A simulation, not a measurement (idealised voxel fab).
Name of the process module below: voxel trench capacitor
For reference, the cross-section in this document is cut, with width 285 nm and square cells of 5 nm.
Bands, listed from the top down, are how a cross-section gets written in this document; the cross-section itself is a grid of square cells, and a band is one or more rows of them.
The entry gives the band's vertical extent as a top height and a bottom height in nm, then its horizontal make-up as materials from left to right, each with a width in nm. "air" stands for empty space; a single material marked "full width" fills the band edge to edge.
Height 0 is the level under which the wafer as received is all one material. The lowest band goes on downwards, as in "z 0 and below".
Width "30..40": first value at the band's top row of cells, second value at its bottom row, equal change from row to row.
The designation "remained unchanged", where it is given for a processing step, indicates that no cell of the cross-section was altered in the course of that step.
"Closed internal cavities" contains a list of empty spaces, each no smaller than 8 cells and without an open way to the top, written in the form width x height at distance with the distance from the left edge and all three in nm.
Post-settings text on a step line: simulator's own remark regarding the step.
overlay nm: right-of-plan distance of the mask on a masked step; negative values mean left-of-plan.
STEPS PLANNED FOR THE PROCESS
1) RECEIVE,material Si
2) CONFORMAL_DEP,material SiN,thk nm 10
3) PATTERN,tone open,mask id TRENCH,material resist,width nm 25,pitch nm 55,thk nm 20,overlay nm 0
4) DIRECTIONAL_ETCH,etch materials SiN,depth nm 10
5) DIRECTIONAL_ETCH,etch materials Si,depth nm 40
6) STRIP,etch materials resist
7) CONFORMAL_DEP,material HfO2,thk nm 5
8) CONFORMAL_DEP,material TiN,thk nm 5
9) FILL_DEP,material W,thk nm 10
10) CMP,height nm 10
OF TWO WAFERS, THE FIRST: RUN ACCORDING TO PLAN
AS-RECEIVED WAFER CROSS-SECTION (AFTER STEP 1)
* z 0 and below: Si full width
* Closed internal cavities: none
WAFER XSEC, POST STEP 2
* z 10 to 0: SiN full width
* All layers under 0 are left as they were.
WAFER XSEC, POST STEP 3
* z 30 to 10: resist=100 | air=25 | resist=30 | air=25 | resist=105
* All layers under 10 are left as they were.
WAFER XSEC, POST STEP 4
* z 30 to 10: resist=100 | air=25 | resist=30 | air=25 | resist=105
* z 10 to 0: SiN=100 | air=25 | SiN=30 | air=25 | SiN=105
* All layers under 0 are left as they were.
WAFER XSEC, POST STEP 5
* z 30 to 10: resist=100 | air=25 | resist=30 | air=25 | resist=105
* z 10 to 0: SiN=100 | air=25 | SiN=30 | air=25 | SiN=105
* z 0 to -40: Si=100 | air=25 | Si=30 | air=25 | Si=105
* All layers under -40 are left as they were.
WAFER XSEC, POST STEP 6
* z 10 to 0: SiN=100 | air=25 | SiN=30 | air=25 | SiN=105
* All layers under 0 are left as they were.
WAFER XSEC, POST STEP 7
* z 15 to 10: HfO2=105 | air=15 | HfO2=40 | air=15 | HfO2=110
* z 10 to 0: SiN=100 | HfO2=5 | air=15 | HfO2=5 | SiN=30 | HfO2=5 | air=15 | HfO2=5 | SiN=105
* z 0 to -35: Si=100 | HfO2=5 | air=15 | HfO2=5 | Si=30 | HfO2=5 | air=15 | HfO2=5 | Si=105
* z -35 to -40: Si=100 | HfO2=25 | Si=30 | HfO2=25 | Si=105
* All layers under -40 are left as they were.
WAFER XSEC, POST STEP 8
* z 20 to 15: TiN=110 | air=5 | TiN=50 | air=5 | TiN=115
* z 15 to 10: HfO2=105 | TiN=5 | air=5 | TiN=5 | HfO2=40 | TiN=5 | air=5 | TiN=5 | HfO2=110
* z 10 to 0: SiN=100 | HfO2=5 | TiN=5 | air=5 | TiN=5 | HfO2=5 | SiN=30 | HfO2=5 | TiN=5 | air=5 | TiN=5 | HfO2=5 | SiN=105
* z 0 to -30: Si=100 | HfO2=5 | TiN=5 | air=5 | TiN=5 | HfO2=5 | Si=30 | HfO2=5 | TiN=5 | air=5 | TiN=5 | HfO2=5 | Si=105
* z -30 to -35: Si=100 | HfO2=5 | TiN=15 | HfO2=5 | Si=30 | HfO2=5 | TiN=15 | HfO2=5 | Si=105
* All layers under -35 are left as they were.
WAFER XSEC, POST STEP 9
* z 30 to 20: W full width
* z 20 to 15: TiN=110 | W=5 | TiN=50 | W=5 | TiN=115
* z 15 to 10: HfO2=105 | TiN=5 | W=5 | TiN=5 | HfO2=40 | TiN=5 | W=5 | TiN=5 | HfO2=110
* z 10 to 0: SiN=100 | HfO2=5 | TiN=5 | W=5 | TiN=5 | HfO2=5 | SiN=30 | HfO2=5 | TiN=5 | W=5 | TiN=5 | HfO2=5 | SiN=105
* z 0 to -30: Si=100 | HfO2=5 | TiN=5 | W=5 | TiN=5 | HfO2=5 | Si=30 | HfO2=5 | TiN=5 | W=5 | TiN=5 | HfO2=5 | Si=105
* All layers under -30 are left as they were.
WAFER XSEC, POST STEP 10
* z 10 to 0: SiN=100 | HfO2=5 | TiN=5 | W=5 | TiN=5 | HfO2=5 | SiN=30 | HfO2=5 | TiN=5 | W=5 | TiN=5 | HfO2=5 | SiN=105
* All layers under 0 are left as they were.
IT IS TO BE NOTED THAT THE SECOND WAFER PROCEEDED FROM THE SAME INITIAL STATE AND ACCORDING TO THE SAME PLAN AS THE FIRST, ALTHOUGH ONE MISTAKE WAS COMMITTED IN ITS EXECUTION; THROUGH STEP 9, INCLUSIVE, THE TWO WAFERS SHARE AN IDENTICAL HISTORY
X-SECTION, SECOND WAFER, WHEN STEP 10 WAS DUE TO FINISH
* z 10 to 0: SiN=100 | HfO2=5 | TiN=5 | W=5 | TiN=5 | HfO2=5 | SiN=30 | HfO2=5 | TiN=5 | W=5 | TiN=5 | HfO2=5 | SiN=105
* All layers under 0 are left as they were.
In executing the process, a mistake was made relative to the plan: step 10, plan: ran twice
At process end the two wafers are indistinguishable in cross-section, so the error does not change what this model computes.
